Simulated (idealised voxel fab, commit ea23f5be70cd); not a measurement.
process module | voxel spacer lines
cross-section cut | 180 nm wide | cells 5 nm
A cross-section is a grid of square cells, given in bands from the top down. A band is one or more rows of cells.
Each band's line starts with the height of the band's top and of its bottom, in nm. Then come its materials from left to right, each with its width in nm. One material with "throughout" fills the band from edge to edge. "air" is empty space.
Height 0 is the level under which the wafer as received is all one material. The lowest band goes on downwards, as in "0 down".
A width such as "30 to 40" changes by the same amount from each row of cells to the next, from the band's top row to its bottom row.
"no change" after a step means that no cell of the cross-section changed.
closed voids: empty space of 8 cells or more with no open way to the top, each as width x height at its distance from the left edge, in nm
after a step's settings: what the simulator itself notes on the step
overlay nm, on a step with a mask: how far to the right of its planned place the mask lay; to the left if negative
plan
1 op RECEIVE | material Si
2 op CONFORMAL_DEP | material Al2O3 | thk nm 5
3 op DIRECTIONAL_DEP | material polySi | thk nm 15
4 op DIRECTIONAL_DEP | material aC | thk nm 20
5 op PATTERN | tone cover | mask id MANDREL | material resist | width nm 20 | pitch nm 60 | thk nm 25 | overlay nm 0
6 op DIRECTIONAL_ETCH | etch materials aC | depth nm 20
7 op STRIP | etch materials resist
8 op CONFORMAL_DEP | material SiO2 | thk nm 10
9 op DIRECTIONAL_ETCH | etch materials SiO2 | depth nm 10
10 op STRIP | etch materials aC
11 op DIRECTIONAL_ETCH | etch materials polySi | depth nm 15
12 op STRIP | etch materials SiO2
as received, after step 1
  0 down: Si throughout
  closed voids: none
first wafer at the end, as planned
  20 to 5: air 40 | polySi 10 | air 20 | polySi 10 | air 20 | polySi 10 | air 20 | polySi 10 | air 40
  5 to 0: Al2O3 throughout
  0 down: Si throughout
  closed voids: none
second wafer at the end: like start, like plan, one mistake
  20 to 5: air 30 | polySi 10 | air 20 | polySi 10 | air 20 | polySi 10 | air 20 | polySi 10 | air 50
  5 to 0: Al2O3 throughout
  0 down: Si throughout
  closed voids: none
what went wrong: step 5 ran as: op PATTERN | tone cover | mask id MANDREL | material resist | width nm 20 | pitch nm 60 | thk nm 25 | overlay nm -10
at the end the second wafer has, in cells: as many of each material as the first, in other places
